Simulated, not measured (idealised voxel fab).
The document below concerns the process module designated voxel capacitor over wiring.
cross-section cut | 205 nm wide | cells 5 nm
Cross-section spec: square-cell grid; bands listed top down; each band is one or more rows. What a band's entry tells you: where the top is and where the bottom is, as heights in nm, and after that what lies inside, material by material from left to right, each with its width in nm. Empty space is written as the word "empty", and a single material marked with the word "edge to edge" occupies the band from edge to edge. Height reference: 0 = level under which incoming wafer is all one material. Lowest band: no bottom, runs on downward, e.g. "0..down". Read "30 to 40" as a graded width: first number on top, second number at the bottom, same change between each pair of neighbouring rows. "everything unchanged" for a step: no cell of the cross-section changed in that step. Reported under the label "Voids, fully enclosed" are the empty spaces having no open way to the top and comprising 8 cells or more; the notation for each is width x height at distance, in which the distance is measured from the left edge and all three values are in nm. Text after the settings on a step's line: the simulator's own remark on that step. When a step includes a mask, the "overlay nm" setting on its line states how far to the right of its planned place that mask lay, and negative values state how far to the left.
Below is the list of planned process steps:
1) RECEIVE,material Si
2) CONFORMAL_DEP,material SiO2,thk nm 15
3) CONFORMAL_DEP,material SiCN,thk nm 5
4) DIRECTIONAL_DEP,material lowk,thk nm 25
5) MASKED_ETCH,tone open,mask id METAL_1,width nm 25,pitch nm 90,etch materials lowk,depth nm 25,overlay nm 0
6) MASKED_ETCH,tone open,mask id METAL_1,width nm 25,pitch nm 90,etch materials SiCN,depth nm 5,overlay nm 0
7) CONFORMAL_DEP,material TiN,thk nm 5
8) FILL_DEP,material Cu,thk nm 5
9) CMP,height nm 45
10) CONFORMAL_DEP,material SiCN,thk nm 5
11) DIRECTIONAL_DEP,material lowk,thk nm 10
12) DIRECTIONAL_DEP,material aC,thk nm 15
13) PATTERN,tone open,mask id PLUG_1,material resist,width nm 15,thk nm 30,overlay nm 0
14) DIRECTIONAL_ETCH,etch materials aC,depth nm 15
15) STRIP,etch materials resist
16) DIRECTIONAL_ETCH,etch materials lowk,depth nm 10
17) DIRECTIONAL_ETCH,etch materials SiCN,depth nm 5
18) STRIP,etch materials aC
19) EPI,material Ru,thk nm 10
20) EPI,material Ru,thk nm 5
21) DIRECTIONAL_DEP,material TiN,thk nm 5
22) DIRECTIONAL_DEP,material SiN,thk nm 5
23) DIRECTIONAL_DEP,material TiN,thk nm 5
24) PATTERN,tone cover,mask id UPPER_PLATE,material resist,width nm 70,thk nm 15,overlay nm 0
25) DIRECTIONAL_ETCH,etch materials TiN,depth nm 5
26) DIRECTIONAL_ETCH,etch materials SiN,depth nm 5
27) STRIP,etch materials resist
28) DIRECTIONAL_DEP,material aC,thk nm 15
29) PATTERN,tone cover,mask id LOWER_PLATE,material resist,width nm 80,thk nm 35,overlay nm 0
30) DIRECTIONAL_ETCH,etch materials aC,depth nm 15
31) STRIP,etch materials resist
32) DIRECTIONAL_ETCH,etch materials TiN,depth nm 5
33) STRIP,etch materials aC
34) FILL_DEP,material SiO2,thk nm 20
35) CMP,height nm 90
36) DIRECTIONAL_DEP,material aC,thk nm 15
37) PATTERN,tone open,mask id PLUG_2,material resist,width nm 15,thk nm 35,overlay nm 0
38) DIRECTIONAL_ETCH,etch materials aC,depth nm 15
39) STRIP,etch materials resist
40) DIRECTIONAL_ETCH,etch materials SiO2,depth nm 15
41) STRIP,etch materials aC
42) CONFORMAL_DEP,material TiN,thk nm 5
43) FILL_DEP,material Cu,thk nm 10
44) CMP,height nm 90
45) CONFORMAL_DEP,material SiCN,thk nm 5
First wafer, two in total, run as planned:
Cross-section of the wafer as it came to us, i.e., already through step 1:
* 0..down = Si edge to edge
* Voids, fully enclosed: none
Wafer section view after processing step 2:
* 15..0 = SiO2 edge to edge
* Heights below 0 show no change.
Wafer section view after processing step 3:
* 20..15 = SiCN edge to edge
* Heights below 15 show no change.
Wafer section view after processing step 4:
* 45..20 = lowk edge to edge
* Heights below 20 show no change.
Wafer section view after processing step 5:
* 45..20 = lowk: 45, empty: 25, lowk: 65, empty: 25, lowk: 45
* Heights below 20 show no change.
Wafer section view after processing step 6:
* 45..20 = lowk: 45, empty: 25, lowk: 65, empty: 25, lowk: 45
* 20..15 = SiCN: 45, empty: 25, SiCN: 65, empty: 25, SiCN: 45
* Heights below 15 show no change.
Wafer section view after processing step 7:
* 50..45 = TiN: 50, empty: 15, TiN: 75, empty: 15, TiN: 50
* 45..20 = lowk: 45, TiN: 5, empty: 15, TiN: 5, lowk: 65, TiN: 5, empty: 15, TiN: 5, lowk: 45
* 20..15 = SiCN: 45, TiN: 25, SiCN: 65, TiN: 25, SiCN: 45
* Heights below 15 show no change.
Wafer section view after processing step 8:
* 55..50 = Cu edge to edge
* 50..45 = TiN: 50, Cu: 15, TiN: 75, Cu: 15, TiN: 50
* 45..20 = lowk: 45, TiN: 5, Cu: 15, TiN: 5, lowk: 65, TiN: 5, Cu: 15, TiN: 5, lowk: 45
* Heights below 20 show no change.
Wafer section view after processing step 9:
* 45..20 = lowk: 45, TiN: 5, Cu: 15, TiN: 5, lowk: 65, TiN: 5, Cu: 15, TiN: 5, lowk: 45
* Heights below 20 show no change.
Wafer section view after processing step 10:
* 50..45 = SiCN edge to edge
* Heights below 45 show no change.
Wafer section view after processing step 11:
* 60..50 = lowk edge to edge
* Heights below 50 show no change.
Wafer section view after processing step 12:
* 75..60 = aC edge to edge
* Heights below 60 show no change.
Wafer section view after processing step 13:
* 105..75 = resist: 55, empty: 15, resist: 135
* Heights below 75 show no change.
Wafer section view after processing step 14:
* 90..75 = resist: 55, empty: 15, resist: 135
* 75..60 = aC: 55, empty: 15, aC: 135
* Heights below 60 show no change.
Wafer section view after processing step 15:
* 75..60 = aC: 55, empty: 15, aC: 135
* Heights below 60 show no change.
Wafer section view after processing step 16:
* 75..60 = aC: 55, empty: 15, aC: 135
* 60..50 = lowk: 55, empty: 15, lowk: 135
* Heights below 50 show no change.
Wafer section view after processing step 17:
* 75..60 = aC: 55, empty: 15, aC: 135
* 60..50 = lowk: 55, empty: 15, lowk: 135
* 50..45 = SiCN: 55, empty: 15, SiCN: 135
* Heights below 45 show no change.
Wafer section view after processing step 18:
* 60..50 = lowk: 55, empty: 15, lowk: 135
* Heights below 50 show no change.
Wafer section view after processing step 19:
* 60..55 = lowk: 55, empty: 15, lowk: 135
* 55..50 = lowk: 55, Ru: 15, lowk: 135
* 50..45 = SiCN: 55, Ru: 15, SiCN: 135
* Heights below 45 show no change.
Wafer section view after processing step 20:
* 60..50 = lowk: 55, Ru: 15, lowk: 135
* Heights below 50 show no change.
Wafer section view after processing step 21:
* 65..60 = TiN edge to edge
* Heights below 60 show no change.
Wafer section view after processing step 22:
* 70..65 = SiN edge to edge
* Heights below 65 show no change.
Wafer section view after processing step 23:
* 75..70 = TiN edge to edge
* Heights below 70 show no change.
Wafer section view after processing step 24:
* 90..75 = empty: 55, resist: 70, empty: 80
* Heights below 75 show no change.
Wafer section view after processing step 25:
* 90..75 = empty: 55, resist: 70, empty: 80
* 75..70 = empty: 55, TiN: 70, empty: 80
* Heights below 70 show no change.
Wafer section view after processing step 26:
* 90..75 = empty: 55, resist: 70, empty: 80
* 75..70 = empty: 55, TiN: 70, empty: 80
* 70..65 = empty: 55, SiN: 70, empty: 80
* Heights below 65 show no change.
Wafer section view after processing step 27:
* 75..70 = empty: 55, TiN: 70, empty: 80
* Heights below 70 show no change.
Wafer section view after processing step 28:
* 90..80 = empty: 55, aC: 70, empty: 80
* 80..75 = aC edge to edge
* 75..70 = aC: 55, TiN: 70, aC: 80
* 70..65 = aC: 55, SiN: 70, aC: 80
* Heights below 65 show no change.
Wafer section view after processing step 29:
* 125..90 = empty: 50, resist: 80, empty: 75
* 90..80 = empty: 50, resist: 5, aC: 70, resist: 5, empty: 75
* Heights below 80 show no change.
Wafer section view after processing step 30:
* 110..90 = empty: 50, resist: 80, empty: 75
* 90..80 = empty: 50, resist: 5, aC: 70, resist: 5, empty: 75
* 80..75 = empty: 50, aC: 80, empty: 75
* 75..70 = empty: 50, aC: 5, TiN: 70, aC: 5, empty: 75
* 70..65 = empty: 50, aC: 5, SiN: 70, aC: 5, empty: 75
* Heights below 65 show no change.
Wafer section view after processing step 31:
* 90..80 = empty: 55, aC: 70, empty: 80
* Heights below 80 show no change.
Wafer section view after processing step 32:
* 90..80 = empty: 55, aC: 70, empty: 80
* 80..75 = empty: 50, aC: 80, empty: 75
* 75..70 = empty: 50, aC: 5, TiN: 70, aC: 5, empty: 75
* 70..65 = empty: 50, aC: 5, SiN: 70, aC: 5, empty: 75
* 65..60 = empty: 50, TiN: 80, empty: 75
* Heights below 60 show no change.
Wafer section view after processing step 33:
* 75..70 = empty: 55, TiN: 70, empty: 80
* 70..65 = empty: 55, SiN: 70, empty: 80
* Heights below 65 show no change.
Wafer section view after processing step 34:
* 95..75 = SiO2 edge to edge
* 75..70 = SiO2: 55, TiN: 70, SiO2: 80
* 70..65 = SiO2: 55, SiN: 70, SiO2: 80
* 65..60 = SiO2: 50, TiN: 80, SiO2: 75
* Heights below 60 show no change.
Wafer section view after processing step 35:
* 90..75 = SiO2 edge to edge
* Heights below 75 show no change.
Wafer section view after processing step 36:
* 105..90 = aC edge to edge
* Heights below 90 show no change.
Wafer section view after processing step 37:
* 140..105 = resist: 65, empty: 15, resist: 125
* Heights below 105 show no change.
Wafer section view after processing step 38:
* 125..105 = resist: 65, empty: 15, resist: 125
* 105..90 = aC: 65, empty: 15, aC: 125
* Heights below 90 show no change.
Wafer section view after processing step 39:
* 105..90 = aC: 65, empty: 15, aC: 125
* Heights below 90 show no change.
Wafer section view after processing step 40:
* 105..90 = aC: 65, empty: 15, aC: 125
* 90..75 = SiO2: 65, empty: 15, SiO2: 125
* Heights below 75 show no change.
Wafer section view after processing step 41:
* 90..75 = SiO2: 65, empty: 15, SiO2: 125
* Heights below 75 show no change.
Wafer section view after processing step 42:
* 95..90 = TiN: 70, empty: 5, TiN: 130
* 90..80 = SiO2: 65, TiN: 5, empty: 5, TiN: 5, SiO2: 125
* 80..70 = SiO2: 65 to 55, TiN: 15 to 70, SiO2: 125 to 80
* Heights below 70 show no change.
Wafer section view after processing step 43:
* 105..95 = Cu edge to edge
* 95..90 = TiN: 70, Cu: 5, TiN: 130
* 90..80 = SiO2: 65, TiN: 5, Cu: 5, TiN: 5, SiO2: 125
* Heights below 80 show no change.
Wafer section view after processing step 44:
* 90..80 = SiO2: 65, TiN: 5, Cu: 5, TiN: 5, SiO2: 125
* Heights below 80 show no change.
Wafer section view after processing step 45:
* 95..90 = SiCN edge to edge
* Heights below 90 show no change.
Wafer two. Same start, same plan, one slip in execution. Same as wafer one through step 28, inclusive:
Second wafer at the planned finish of step 29, seen in cross-section:
* 125..90 = resist: 50, empty: 80, resist: 75
* 90..80 = resist: 50, empty: 5, aC: 70, empty: 5, resist: 75
* Heights below 80 show no change.
Second wafer at the planned finish of step 30, seen in cross-section:
* 110..80 = resist: 50, empty: 80, resist: 75
* 80..75 = aC: 50, empty: 80, aC: 75
* 75..70 = aC: 50, empty: 5, TiN: 70, empty: 5, aC: 75
* 70..65 = aC: 50, empty: 5, SiN: 70, empty: 5, aC: 75
* Heights below 65 show no change.
Second wafer at the planned finish of step 31, seen in cross-section:
* 80..75 = aC: 50, empty: 80, aC: 75
* Heights below 75 show no change.
Second wafer at the planned finish of step 32, seen in cross-section:
* 80..70 = aC: 50, empty: 80, aC: 75
* 70..65 = aC: 50, empty: 5, SiN: 70, empty: 5, aC: 75
* 65..60 = TiN: 50, empty: 5, TiN: 70, empty: 5, TiN: 75
* Heights below 60 show no change.
Second wafer at the planned finish of step 33, seen in cross-section:
* 70..65 = empty: 55, SiN: 70, empty: 80
* Heights below 65 show no change.
Second wafer at the planned finish of step 34, seen in cross-section:
* 90..70 = SiO2 edge to edge
* 70..65 = SiO2: 55, SiN: 70, SiO2: 80
* 65..60 = TiN: 50, SiO2: 5, TiN: 70, SiO2: 5, TiN: 75
* Heights below 60 show no change.
Second wafer at the planned finish of step 35, seen in cross-section: everything unchanged
Second wafer at the planned finish of step 36, seen in cross-section:
* 105..90 = aC edge to edge
* Heights below 90 show no change.
Second wafer at the planned finish of step 37, seen in cross-section:
* 140..105 = resist: 65, empty: 15, resist: 125
* Heights below 105 show no change.
Second wafer at the planned finish of step 38, seen in cross-section:
* 125..105 = resist: 65, empty: 15, resist: 125
* 105..90 = aC: 65, empty: 15, aC: 125
* Heights below 90 show no change.
Second wafer at the planned finish of step 39, seen in cross-section:
* 105..90 = aC: 65, empty: 15, aC: 125
* Heights below 90 show no change.
Second wafer at the planned finish of step 40, seen in cross-section:
* 105..90 = aC: 65, empty: 15, aC: 125
* 90..75 = SiO2: 65, empty: 15, SiO2: 125
* Heights below 75 show no change.
Second wafer at the planned finish of step 41, seen in cross-section:
* 90..75 = SiO2: 65, empty: 15, SiO2: 125
* Heights below 75 show no change.
Second wafer at the planned finish of step 42, seen in cross-section:
* 95..90 = TiN: 70, empty: 5, TiN: 130
* 90..80 = SiO2: 65, TiN: 5, empty: 5, TiN: 5, SiO2: 125
* 80..75 = SiO2: 65, TiN: 15, SiO2: 125
* Heights below 75 show no change.
Second wafer at the planned finish of step 43, seen in cross-section:
* 105..95 = Cu edge to edge
* 95..90 = TiN: 70, Cu: 5, TiN: 130
* 90..80 = SiO2: 65, TiN: 5, Cu: 5, TiN: 5, SiO2: 125
* Heights below 80 show no change.
Second wafer at the planned finish of step 44, seen in cross-section:
* 90..80 = SiO2: 65, TiN: 5, Cu: 5, TiN: 5, SiO2: 125
* Heights below 80 show no change.
Second wafer at the planned finish of step 45, seen in cross-section:
* 95..90 = SiCN edge to edge
* Heights below 90 show no change.
So what did we get wrong on this run? step 29 was processed under conditions differing from the plan, specifically as PATTERN,tone open,mask id LOWER_PLATE,material resist,width nm 80,thk nm 35,overlay nm 0
Wafer comparison, final, in cells, second relative to first, materials more or fewer: -9 SiO2 | +9 TiN
